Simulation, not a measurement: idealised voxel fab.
You're looking at the process module voxel air gaps.
For reference, the cross-section in this document is cut, with width 285 nm and square cells of 5 nm.
In what follows, cross-sections appear as grids of square cells, described through bands that run from the top down, where every band is one or more rows of cells.
Band: top height; bottom height; in nm. Then, left to right: material with width in nm, for each material. "everywhere": a single material spanning edge to edge. "empty": empty space.
Height datum 0, below which the as-received substrate wafer is one material. Lowest band open at the bottom, running downward: "from 0 down".
Graded width ("30..40"): value in top row of band = first number; value in bottom row = second number; row-to-row change constant.
"nothing got changed" -> step changed no cross-section cell.
Voids not open to the top, 8 cells minimum: see "Entrapped voids". Written width x height at distance; distance is from the left edge; nm.
If you see something after the settings on a step's line, that's the simulator's own remark about that step.
Each step line may optionally specify "overlay nm", which for a step with a mask gives the rightward distance between the mask's planned place and where it lay, a negative value indicating the leftward direction.
These are the steps we planned for the process:
- 1: RECEIVE with material Si
- 2: CONFORMAL_DEP with material SiO2, thk nm 10
- 3: CONFORMAL_DEP with material SiN, thk nm 5
- 4: DIRECTIONAL_DEP with material SiO2, thk nm 40
- 5: DIRECTIONAL_DEP with material aC, thk nm 10
- 6: PATTERN with tone open, mask id LINES, material resist, width nm 25, pitch nm 50, thk nm 30, overlay nm 0
- 7: DIRECTIONAL_ETCH with etch materials aC, depth nm 10
- 8: STRIP with etch materials resist
- 9: DIRECTIONAL_ETCH with etch materials SiO2, depth nm 40
- 10: STRIP with etch materials aC
- 11: CONFORMAL_DEP with material TiN, thk nm 5
- 12: FILL_DEP with material W, thk nm 10
- 13: CMP with height nm 55
- 14: EPI with material Ru, thk nm 10
- 15: SELECTIVE_ETCH with etch materials SiO2, depth nm 50
- 16: CONFORMAL_DEP with material SiN, thk nm 5
The cross-section here shows the wafer as received, i.e. in its state after step 1:
* from 0 down = Si everywhere
* Entrapped voids: none
Sectioned view, first of two wafers, at the close of the module, processed as intended in the plan:
* from 70 to 65 = 65 nm empty, then 155 nm SiN, then 65 nm empty
* from 65 to 55 = 65 nm empty, then 5 nm SiN, then 45 nm Ru, then 5 nm SiN, then 45 nm Ru, then 5 nm SiN, then 45 nm Ru, then 5 nm SiN, then 65 nm empty
* from 55 to 50 = 65 nm empty, then 15 nm SiN, then 5 nm TiN, then 15 nm W, then 5 nm TiN, then 25 nm SiN, then 5 nm TiN, then 15 nm W, then 5 nm TiN, then 25 nm SiN, then 5 nm TiN, then 15 nm W, then 5 nm TiN, then 15 nm SiN, then 65 nm empty
* from 50 to 20 = 75 nm empty, then 5 nm SiN, then 5 nm TiN, then 15 nm W, then 5 nm TiN, then 5 nm SiN, then 15 nm empty, then 5 nm SiN, then 5 nm TiN, then 15 nm W, then 5 nm TiN, then 5 nm SiN, then 15 nm empty, then 5 nm SiN, then 5 nm TiN, then 15 nm W, then 5 nm TiN, then 5 nm SiN, then 75 nm empty
* from 20 to 15 = 80 nm SiN, then 25 nm TiN, then 25 nm SiN, then 25 nm TiN, then 25 nm SiN, then 25 nm TiN, then 80 nm SiN
* from 15 to 10 = SiN everywhere
* from 10 to 0 = SiO2 everywhere
* from 0 down = Si everywhere
* Entrapped voids: 15 x 30 at 110; 15 x 30 at 160
Second wafer at the end: like start, like plan, one mistake:
* from 80 to 75 = 55 nm empty, then 175 nm SiN, then 55 nm empty
* from 75 to 55 = 55 nm empty, then 5 nm SiN, then 165 nm Ru, then 5 nm SiN, then 55 nm empty
* from 55 to 50 = 55 nm empty, then 25 nm SiN, then 5 nm TiN, then 15 nm W, then 5 nm TiN, then 25 nm SiO2, then 5 nm TiN, then 15 nm W, then 5 nm TiN, then 25 nm SiO2, then 5 nm TiN, then 15 nm W, then 5 nm TiN, then 25 nm SiN, then 55 nm empty
* from 50 to 20 = 75 nm empty, then 5 nm SiN, then 5 nm TiN, then 15 nm W, then 5 nm TiN, then 25 nm SiO2, then 5 nm TiN, then 15 nm W, then 5 nm TiN, then 25 nm SiO2, then 5 nm TiN, then 15 nm W, then 5 nm TiN, then 5 nm SiN, then 75 nm empty
* from 20 to 15 = 80 nm SiN, then 25 nm TiN, then 25 nm SiO2, then 25 nm TiN, then 25 nm SiO2, then 25 nm TiN, then 80 nm SiN
* from 15 to 10 = SiN everywhere
* from 10 to 0 = SiO2 everywhere
* from 0 down = Si everywhere
* Entrapped voids: none
What was the processing mistake? regarding the plan, step 14 was run twice
Final wafer comparison in cells, second versus first, more or fewer per material: 78 more of Ru, 36 fewer of SiN, 80 more of SiO2
Final closed voids: first wafer 2, second wafer 0.
